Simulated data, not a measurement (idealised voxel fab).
This section sets out a process module, namely voxel tone inversion.
205 nm wide, 5 nm square cells: that's cross-section cut.
Think of the cross-section as a grid of square cells. We describe it in bands, top to bottom, and each band covers one or more rows of those cells.
Top height, bottom height, nm. Materials left to right, width each, nm. Single material + "throughout" = fills band edge to edge. "air" = empty.
Below 0: as-received wafer, all one material; heights counted from there. Lowest band: no bottom, goes on down, written "from 0 down".
Quick explanation for "30 to 40": the width changes in equal steps down the rows of cells, from the first number in the band's top row to the second number in its bottom row.
Reading "stayed the same" for a step: not a cell of the cross-section changed in it.
Closed void entries: empty space of 8 cells or more with no open way to the top, each as width x height at its distance from the left edge, in nm
It should be noted that, on the line of a given step, the content following the step's settings is a remark produced by the simulator itself with respect to that step.
Steps that use a mask can have "overlay nm" on their line. It says how far the mask sat to the right of where it was meant to be. Negative means to the left.

The steps planned for the process are as follows
1: RECEIVE [material Si]
2: CONFORMAL_DEP [material SiCN] [thk nm 5]
3: DIRECTIONAL_DEP [material polySi] [thk nm 20]
4: PATTERN [tone cover] [mask id POSTS] [material resist] [width nm 25] [pitch nm 50] [thk nm 30] [overlay nm 0]
5: DIRECTIONAL_ETCH [etch materials polySi] [depth nm 20]
6: STRIP [etch materials resist]
7: FILL_DEP [material SiO2] [thk nm 10]
8: CMP [height nm 25]
9: STRIP [etch materials polySi]
10: CONFORMAL_DEP [material TiN] [thk nm 5]
11: FILL_DEP [material Ru] [thk nm 10]
12: CMP [height nm 25]
13: CONFORMAL_DEP [material SiCN] [thk nm 5]

as received, after step 1
- from 0 down = Si throughout
- Closed void entries: none

Wafer cross-section at end of module: start and plan as shown above, one execution error
- from 30 to 25 = SiCN throughout
- from 25 to 20 = SiO2 throughout
- from 20 to 5 = 15 SiO2 / 25 polySi / 25 SiO2 / 25 polySi / 25 SiO2 / 25 polySi / 25 SiO2 / 25 polySi / 15 SiO2
- from 5 to 0 = SiCN throughout
- from 0 down = Si throughout
- Closed void entries: none
Short version of what went wrong: step 3 went in with a setting other than planned; the actual run was DIRECTIONAL_DEP [material polySi] [thk nm 15]
